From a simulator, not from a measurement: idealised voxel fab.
process module | voxel self aligned contacts
cross-section cut | 160 nm wide | cells 5 nm
A cross-section is a grid of square cells, given in bands from the top down. A band is one or more rows of cells.
Each band's line starts with the height of the band's top and of its bottom, in nm. Then come its materials from left to right, each with its width in nm. One material with "throughout" fills the band from edge to edge. "air" is empty space.
Height 0 is the level under which the wafer as received is all one material. The lowest band goes on downwards, as in "0 down".
A width such as "30 to 40" changes by the same amount from each row of cells to the next, from the band's top row to its bottom row.
"no change" after a step means that no cell of the cross-section changed.
closed voids: empty space of 8 cells or more with no open way to the top, each as width x height at its distance from the left edge, in nm
after a step's settings: what the simulator itself notes on the step
overlay nm, on a step with a mask: how far to the right of its planned place the mask lay; to the left if negative
plan
1 op RECEIVE | material Si
2 op CONFORMAL_DEP | material SiO2 | thk nm 5
3 op DIRECTIONAL_DEP | material polySi | thk nm 20
4 op DIRECTIONAL_DEP | material SiN | thk nm 25
5 op MASKED_ETCH | tone cover | mask id GATE | width nm 25 | pitch nm 60 | etch materials SiN | depth nm 25 | overlay nm 0
6 op MASKED_ETCH | tone cover | mask id GATE | width nm 25 | pitch nm 60 | etch materials polySi | depth nm 20 | overlay nm 0
7 op CONFORMAL_DEP | material SiN | thk nm 10
8 op DIRECTIONAL_ETCH | etch materials SiN | depth nm 10
9 op FILL_DEP | material SiO2 | thk nm 20
10 op CMP | height nm 60
11 op MASKED_ETCH | tone open | mask id CONTACT | width nm 45 | etch materials SiO2 | depth nm 60 | overlay nm 0
12 op CONFORMAL_DEP | material TiN | thk nm 5
13 op FILL_DEP | material Ru | thk nm 10
14 op CMP | height nm 60
15 op CONFORMAL_DEP | material SiCN | thk nm 5
as received, after step 1
  0 down: Si throughout
  closed voids: none
a wafer at the end: this start, this plan, one mistake
  65 to 60: SiCN throughout
  60 to 45: SiO2 25 | SiN 45 | TiN 5 | Ru 5 | TiN 5 | SiN 45 | SiO2 30
  45 to 30: SiO2 25 | SiN 10 | polySi 25 | SiN 10 | TiN 5 | Ru 5 | TiN 5 | SiN 10 | polySi 25 | SiN 10 | SiO2 30
  30 to 25: SiO2 25 | SiN 10 | polySi 25 | SiN 10 | TiN 15 | SiN 10 | polySi 25 | SiN 10 | SiO2 30
  25 to 5: polySi throughout
  5 to 0: SiO2 throughout
  0 down: Si throughout
  closed voids: none
what went wrong: step 3 was run twice
